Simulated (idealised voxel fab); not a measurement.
process module | voxel ribs on slabs
cross-section cut | 145 nm wide | cells 5 nm
A cross-section is a grid of square cells, given in bands from the top down. A band is one or more rows of cells.
Each band's line starts with the height of the band's top and of its bottom, in nm. Then come its materials from left to right, each with its width in nm. One material with "throughout" fills the band from edge to edge. "air" is empty space.
Height 0 is the level under which the wafer as received is all one material. The lowest band goes on downwards, as in "0 down".
A width such as "30 to 40" changes by the same amount from each row of cells to the next, from the band's top row to its bottom row.
"no change" after a step means that no cell of the cross-section changed.
closed voids: empty space of 8 cells or more with no open way to the top, each as width x height at its distance from the left edge, in nm
after a step's settings: what the simulator itself notes on the step
overlay nm, on a step with a mask: how far to the right of its planned place the mask lay; to the left if negative
plan
1 op RECEIVE | material Si
2 op DIRECTIONAL_DEP | material SiO2 | thk nm 25
3 op DIRECTIONAL_DEP | material polySi | thk nm 25
4 op MASKED_ETCH | tone cover | mask id RIB | width nm 20 | etch materials polySi | depth nm 10 | overlay nm 0
5 op MASKED_ETCH | tone cover | mask id SLAB | width nm 70 | etch materials polySi | depth nm 15 | overlay nm 0
6 op FILL_DEP | material SiO2 | thk nm 20
7 op CMP | height nm 65
8 op DIRECTIONAL_DEP | material W | thk nm 10
9 op DIRECTIONAL_DEP | material aC | thk nm 15
10 op PATTERN | tone cover | mask id HEATER | material resist | width nm 30 | thk nm 30 | overlay nm 0
11 op DIRECTIONAL_ETCH | etch materials aC | depth nm 15
12 op STRIP | etch materials resist
13 op DIRECTIONAL_ETCH | etch materials W | depth nm 10
14 op STRIP | etch materials aC
15 op CONFORMAL_DEP | material SiN | thk nm 10
as received, after step 1
  0 down: Si throughout
  closed voids: none
a wafer at the end: this start, this plan, one mistake
  85 to 75: air 45 | SiN 50 | air 50
  75 to 65: SiN 55 | W 30 | SiN 60
  65 to 50: SiO2 throughout
  50 to 40: SiO2 60 | polySi 20 | SiO2 65
  40 to 25: SiO2 35 | polySi 75 | SiO2 35
  25 to 0: SiO2 throughout
  0 down: Si throughout
  closed voids: none
what went wrong: step 5 ran as: op MASKED_ETCH | tone cover | mask id SLAB | width nm 75 | etch materials polySi | depth nm 15 | overlay nm 0
